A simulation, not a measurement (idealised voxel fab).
A process module follows: voxel released beams.
Section shown: cut. Width: 190 nm. Cell size: 5 nm, square.
How to read a cross-section here: the picture is a grid of square cells, written as bands going from the top down, and any band can span one or more rows of cells.
Per band: top height and bottom height in nm, followed by the left-to-right materials and their widths in nm; "edge to edge" marks a single material spanning edge to edge, "empty" marks empty space.
Basically, 0 is our baseline, since under it the wafer straight out of the box is all one material. The bottom band has no lower end and keeps on going down, so it looks like "from 0 down".
With a width like "30 to 40", each row of cells in the band differs from the next by the same amount, the top row carrying the first number and the bottom row the second.
What does "no change occurred" mean for a step? It means no cell of the cross-section changed in that step.
Any empty space of 8 cells or more lacking an open way to the top shows up in "Encapsulated voids" as width x height at distance, distance from the left edge, in nm.
Formally, on a step line, whatever follows the settings is a remark that the simulator itself makes on the step.
A step's line can hold "overlay nm"; with a mask on that step, the setting says how far right of the planned place the mask lay, while a negative setting says it lay to the left.
PLAN
1 RECEIVE, material Si
2 CONFORMAL_DEP, material SiN, thk nm 5
3 DIRECTIONAL_DEP, material SiO2, thk nm 20
4 PATTERN, tone open, mask id ANCHOR, material resist, width nm 45, thk nm 15, overlay nm 0
5 DIRECTIONAL_ETCH, etch materials SiO2, depth nm 20
6 STRIP, etch materials resist
7 CONFORMAL_DEP, material TiN, thk nm 15
8 PATTERN, tone cover, mask id BEAM, material resist, width nm 130, thk nm 15, overlay nm 0
9 DIRECTIONAL_ETCH, etch materials TiN, depth nm 15
10 STRIP, etch materials resist
11 STRIP, etch materials SiO2
RECEIVED-STATE CROSS-SECTION, REFLECTING COMPLETION OF STEP 1
> from 0 down = Si edge to edge
> Encapsulated voids: none
FIRST WAFER OF TWO, SECTIONED AT END OF MODULE; RUN WENT PER PLAN
> from 40 to 25 = empty 25 nm, TiN 20 nm, empty 15 nm, TiN 95 nm, empty 35 nm
> from 25 to 20 = empty 30 nm, TiN 15 nm, empty 15 nm, TiN 15 nm, empty 115 nm
> from 20 to 5 = empty 30 nm, TiN 45 nm, empty 115 nm
> from 5 to 0 = SiN edge to edge
> from 0 down = Si edge to edge
> Encapsulated voids: none
CROSS-SECTION, SECOND WAFER: SAME START AS THE FIRST, SAME PLAN AS THE FIRST, ONE MISTAKE IN RUNNING IT; TAKEN AT THE END OF THE MODULE
> from 45 to 30 = empty 25 nm, TiN 25 nm, empty 5 nm, TiN 100 nm, empty 35 nm
> from 30 to 25 = TiN 50 nm, empty 5 nm, TiN 135 nm
> from 25 to 5 = SiO2 30 nm, TiN 45 nm, SiO2 115 nm
> from 5 to 0 = SiN edge to edge
> from 0 down = Si edge to edge
> Encapsulated voids: none
The mistake made against the process plan was this: step 7 was run on a setting that differed from the plan, and what really ran there is CONFORMAL_DEP, material TiN, thk nm 20
Cell-count delta at end, second wafer over first, by material: +116 SiO2; +46 TiN
